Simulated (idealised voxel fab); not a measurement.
You're looking at the process module voxel self aligned contacts.
Section shown: cut. Width: 250 nm. Cell size: 5 nm, square.
For the purposes of this document, a cross-section shall be understood as a grid of square cells, specified as bands listed in top-to-bottom order, each band consisting of one or more rows of cells.
Read a band's entry like this: the first values are the height of its top and the height of its bottom in nm, and what follows is the sequence of materials from left to right, each with its width in nm. Note that "blank" is empty space, and that a single material marked "all across" reaches across the band from edge to edge.
Height reference: 0 = level under which incoming wafer is all one material. Lowest band: no bottom, runs on downward, e.g. "from 0 down".
A width given as "30->40" starts at the first number in the band's top row and ends at the second number in its bottom row, shifting by an equal amount at every step from row to row.
"identical to before" means the step left every cell of the cross-section as it was.
Look at "Fully sealed voids" for the closed voids: empty spaces with no open path to the top, sized 8 cells or up. Each is width x height at distance, distance from the left edge, all nm.
Anything after a step's settings on that line? It's the simulator's own note about the step.
"overlay nm" denotes, for a step that has a mask, the displacement of the mask to the right of its planned place, with negative values corresponding to the left.

Steps planned for the process:
- 1: RECEIVE: material Si
- 2: OXIDIZE: depth nm 5
- 3: DIRECTIONAL_DEP: material polySi, thk nm 20
- 4: DIRECTIONAL_DEP: material SiN, thk nm 20
- 5: MASKED_ETCH: tone cover, mask id GATE, width nm 35, pitch nm 60, etch materials SiN, depth nm 20, overlay nm 0
- 6: MASKED_ETCH: tone cover, mask id GATE, width nm 35, pitch nm 60, etch materials polySi, depth nm 20, overlay nm 0
- 7: CONFORMAL_DEP: material SiN, thk nm 5
- 8: DIRECTIONAL_ETCH: etch materials SiN, depth nm 5
- 9: FILL_DEP: material SiO2, thk nm 20
- 10: CMP: height nm 50
- 11: PATTERN: tone open, mask id CONTACT, material resist, width nm 45, thk nm 15, overlay nm 0
- 12: DIRECTIONAL_ETCH: etch materials SiO2, depth nm 55
- 13: STRIP: etch materials resist
- 14: CONFORMAL_DEP: material TiN, thk nm 5
- 15: FILL_DEP: material Ru, thk nm 5
- 16: CMP: height nm 50
- 17: CONFORMAL_DEP: material SiN, thk nm 5

First wafer of two (run as planned):

Cross-section of the wafer as it came to us, i.e., already through step 1:
* from 0 down | Si all across
* Fully sealed voids: none

State of the wafer after step 2, shown in cross-section:
* from 0 to -5 | SiO2 all across
* Note: structure below -5 unchanged.

State of the wafer after step 3, shown in cross-section:
* from 20 to 0 | polySi all across
* Note: structure below 0 unchanged.

State of the wafer after step 4, shown in cross-section:
* from 40 to 20 | SiN all across
* Note: structure below 20 unchanged.

State of the wafer after step 5, shown in cross-section:
* from 40 to 20 | 75 of blank, 35 of SiN, 25 of blank, 35 of SiN, 80 of blank
* Note: structure below 20 unchanged.

State of the wafer after step 6, shown in cross-section:
* from 40 to 20 | 75 of blank, 35 of SiN, 25 of blank, 35 of SiN, 80 of blank
* from 20 to 0 | 75 of blank, 35 of polySi, 25 of blank, 35 of polySi, 80 of blank
* Note: structure below 0 unchanged.

State of the wafer after step 7, shown in cross-section:
* from 45 to 20 | 70 of blank, 45 of SiN, 15 of blank, 45 of SiN, 75 of blank
* from 20 to 5 | 70 of blank, 5 of SiN, 35 of polySi, 5 of SiN, 15 of blank, 5 of SiN, 35 of polySi, 5 of SiN, 75 of blank
* from 5 to 0 | 75 of SiN, 35 of polySi, 25 of SiN, 35 of polySi, 80 of SiN
* Note: structure below 0 unchanged.

State of the wafer after step 8, shown in cross-section:
* from 40 to 20 | 70 of blank, 45 of SiN, 15 of blank, 45 of SiN, 75 of blank
* from 20 to 0 | 70 of blank, 5 of SiN, 35 of polySi, 5 of SiN, 15 of blank, 5 of SiN, 35 of polySi, 5 of SiN, 75 of blank
* Note: structure below 0 unchanged.

State of the wafer after step 9, shown in cross-section:
* from 60 to 40 | SiO2 all across
* from 40 to 20 | 70 of SiO2, 45 of SiN, 15 of SiO2, 45 of SiN, 75 of SiO2
* from 20 to 0 | 70 of SiO2, 5 of SiN, 35 of polySi, 5 of SiN, 15 of SiO2, 5 of SiN, 35 of polySi, 5 of SiN, 75 of SiO2
* Note: structure below 0 unchanged.

State of the wafer after step 10, shown in cross-section:
* from 50 to 40 | SiO2 all across
* Note: structure below 40 unchanged.

State of the wafer after step 11, shown in cross-section:
* from 65 to 50 | 100 of resist, 45 of blank, 105 of resist
* Note: structure below 50 unchanged.

State of the wafer after step 12, shown in cross-section:
* from 65 to 50 | 100 of resist, 45 of blank, 105 of resist
* from 50 to 40 | 100 of SiO2, 45 of blank, 105 of SiO2
* from 40 to 20 | 70 of SiO2, 45 of SiN, 15 of blank, 45 of SiN, 75 of SiO2
* from 20 to 0 | 70 of SiO2, 5 of SiN, 35 of polySi, 5 of SiN, 15 of blank, 5 of SiN, 35 of polySi, 5 of SiN, 75 of SiO2
* from 0 to -5 | 115 of SiO2, 15 of blank, 120 of SiO2
* Note: structure below -5 unchanged.

State of the wafer after step 13, shown in cross-section:
* from 50 to 40 | 100 of SiO2, 45 of blank, 105 of SiO2
* Note: structure below 40 unchanged.

State of the wafer after step 14, shown in cross-section:
* from 55 to 50 | 105 of TiN, 35 of blank, 110 of TiN
* from 50 to 40 | 100 of SiO2, 5->20 of TiN, 35->5 of blank, 5->20 of TiN, 105 of SiO2
* from 40 to 20 | 70 of SiO2, 45 of SiN, 5 of TiN, 5 of blank, 5 of TiN, 45 of SiN, 75 of SiO2
* from 20 to 0 | 70 of SiO2, 5 of SiN, 35 of polySi, 5 of SiN, 5 of TiN, 5 of blank, 5 of TiN, 5 of SiN, 35 of polySi, 5 of SiN, 75 of SiO2
* from 0 to -5 | 115 of SiO2, 15 of TiN, 120 of SiO2
* Note: structure below -5 unchanged.

State of the wafer after step 15, shown in cross-section:
* from 60 to 55 | Ru all across
* from 55 to 50 | 105 of TiN, 35 of Ru, 110 of TiN
* from 50 to 40 | 100 of SiO2, 5->20 of TiN, 35->5 of Ru, 5->20 of TiN, 105 of SiO2
* from 40 to 20 | 70 of SiO2, 45 of SiN, 5 of TiN, 5 of Ru, 5 of TiN, 45 of SiN, 75 of SiO2
* from 20 to 0 | 70 of SiO2, 5 of SiN, 35 of polySi, 5 of SiN, 5 of TiN, 5 of Ru, 5 of TiN, 5 of SiN, 35 of polySi, 5 of SiN, 75 of SiO2
* Note: structure below 0 unchanged.

State of the wafer after step 16, shown in cross-section:
* from 50 to 40 | 100 of SiO2, 5->20 of TiN, 35->5 of Ru, 5->20 of TiN, 105 of SiO2
* Note: structure below 40 unchanged.

State of the wafer after step 17, shown in cross-section:
* from 55 to 50 | SiN all across
* Note: structure below 50 unchanged.

The second wafer began exactly as the first did and followed the same plan, but one mistake was made while running it; through step 4 inclusive, the two wafers are identical:

Cross-section of the second wafer when, according to plan, step 5 should have finished:
* from 40 to 20 | 75 of SiN, 35 of blank, 25 of SiN, 35 of blank, 80 of SiN
* Note: structure below 20 unchanged.

Cross-section of the second wafer when, according to plan, step 6 should have finished: identical to before

Cross-section of the second wafer when, according to plan, step 7 should have finished:
* from 45 to 25 | 80 of SiN, 25 of blank, 35 of SiN, 25 of blank, 85 of SiN
* from 25 to 20 | SiN all across
* Note: structure below 20 unchanged.

Cross-section of the second wafer when, according to plan, step 8 should have finished:
* from 40 to 20 | 80 of SiN, 25 of blank, 35 of SiN, 25 of blank, 85 of SiN
* Note: structure below 20 unchanged.

Cross-section of the second wafer when, according to plan, step 9 should have finished:
* from 60 to 40 | SiO2 all across
* from 40 to 20 | 80 of SiN, 25 of SiO2, 35 of SiN, 25 of SiO2, 85 of SiN
* Note: structure below 20 unchanged.

Cross-section of the second wafer when, according to plan, step 10 should have finished:
* from 50 to 40 | SiO2 all across
* Note: structure below 40 unchanged.

Cross-section of the second wafer when, according to plan, step 11 should have finished:
* from 65 to 50 | 100 of resist, 45 of blank, 105 of resist
* Note: structure below 50 unchanged.

Cross-section of the second wafer when, according to plan, step 12 should have finished:
* from 65 to 50 | 100 of resist, 45 of blank, 105 of resist
* from 50 to 40 | 100 of SiO2, 45 of blank, 105 of SiO2
* from 40 to 20 | 80 of SiN, 20 of SiO2, 5 of blank, 35 of SiN, 5 of blank, 20 of SiO2, 85 of SiN
* Note: structure below 20 unchanged.

Cross-section of the second wafer when, according to plan, step 13 should have finished:
* from 50 to 40 | 100 of SiO2, 45 of blank, 105 of SiO2
* Note: structure below 40 unchanged.

Cross-section of the second wafer when, according to plan, step 14 should have finished:
* from 55 to 50 | 105 of TiN, 35 of blank, 110 of TiN
* from 50 to 45 | 100 of SiO2, 5 of TiN, 35 of blank, 5 of TiN, 105 of SiO2
* from 45 to 40 | 100 of SiO2, 45 of TiN, 105 of SiO2
* from 40 to 20 | 80 of SiN, 20 of SiO2, 5 of TiN, 35 of SiN, 5 of TiN, 20 of SiO2, 85 of SiN
* Note: structure below 20 unchanged.

Cross-section of the second wafer when, according to plan, step 15 should have finished:
* from 60 to 55 | Ru all across
* from 55 to 50 | 105 of TiN, 35 of Ru, 110 of TiN
* from 50 to 45 | 100 of SiO2, 5 of TiN, 35 of Ru, 5 of TiN, 105 of SiO2
* Note: structure below 45 unchanged.

Cross-section of the second wafer when, according to plan, step 16 should have finished:
* from 50 to 45 | 100 of SiO2, 5 of TiN, 35 of Ru, 5 of TiN, 105 of SiO2
* Note: structure below 45 unchanged.

Cross-section of the second wafer when, according to plan, step 17 should have finished:
* from 55 to 50 | SiN all across
* Note: structure below 50 unchanged.
Misprocessing identified: rather than as planned, step 5 actually ran as MASKED_ETCH: tone open, mask id GATE, width nm 35, pitch nm 60, etch materials SiN, depth nm 20, overlay nm 0
Final cells, second wafer relative to first, materials higher or lower: 9 fewer of Ru | 72 more of SiN | 197 fewer of SiO2 | 10 fewer of TiN | 144 more of polySi
